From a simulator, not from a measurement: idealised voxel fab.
This section sets out a process module, namely voxel released beams.
Section shown: cut. Width: 230 nm. Cell size: 5 nm, square.
Each cross-section below is a grid of square cells, stated as bands in top-down order, with one or more rows of cells making up each band. Read a band's entry like this: the first values are the height of its top and the height of its bottom in nm, and what follows is the sequence of materials from left to right, each with its width in nm. Note that "air" is empty space, and that a single material marked "full width" reaches across the band from edge to edge. Height is counted from the level 0, under which the received wafer is composed throughout of one material. The lowest of the bands is not closed at the bottom but continues downward, in the notation "0 nm and below". When a width is written as two numbers, as in "30 to 40", the first number is the width in the top row of cells of the band and the second is the width in its bottom row, and the width changes by the same amount from each row to the next. "left unchanged" (step): cross-section cells unchanged, all of them. In "Closed void table" the enclosed voids are listed, meaning empty spaces of 8 cells or larger without any opening to the top. The form is width x height at distance, distance from the left edge, units nm. Text after the settings on a step's line: the simulator's own remark on that step. The optional step-line setting "overlay nm" applies to steps with a mask and quantifies how far to the right of its planned location the mask lay, a negative value indicating leftward placement.
[Planned step list for the process]
- 1: RECEIVE with material Si
- 2: CONFORMAL_DEP with material Al2O3, thk nm 10
- 3: DIRECTIONAL_DEP with material SiO2, thk nm 15
- 4: PATTERN with tone open, mask id ANCHOR, material resist, width nm 35, thk nm 15, overlay nm 0
- 5: DIRECTIONAL_ETCH with etch materials SiO2, depth nm 15
- 6: STRIP with etch materials resist
- 7: CONFORMAL_DEP with material polySi, thk nm 10
- 8: DIRECTIONAL_DEP with material aC, thk nm 10
- 9: PATTERN with tone cover, mask id BEAM, material resist, width nm 95, thk nm 25, overlay nm -15
- 10: DIRECTIONAL_ETCH with etch materials aC, depth nm 10
- 11: STRIP with etch materials resist
- 12: DIRECTIONAL_ETCH with etch materials polySi, depth nm 10
- 13: STRIP with etch materials aC
- 14: STRIP with etch materials SiO2
Be aware that, although all wafers share a common starting state, the overlay nm at step 9 differs among them, and the plan displays the first wafer's value.
[As-received state after step 1, first of several wafers, cross-section]
  0 nm and below | Si full width
  Closed void table: none
[Per wafer (row), end of module: delta in cells per material since receipt, (+) for gained, (-) for lost; closed voids after that]
overlay nm -15 | +92 Al2O3 | +50 polySi | Closed void table: none
overlay nm -10 | +92 Al2O3 | +50 polySi | Closed void table: none
overlay nm -5 | +92 Al2O3 | +50 polySi | Closed void table: none
overlay nm 0 | +92 Al2O3 | +50 polySi | Closed void table: none
overlay nm 5 | +92 Al2O3 | +50 polySi | Closed void table: none
overlay nm 10 | +92 Al2O3 | +50 polySi | Closed void table: none
overlay nm 15 | +92 Al2O3 | +50 polySi | Closed void table: none
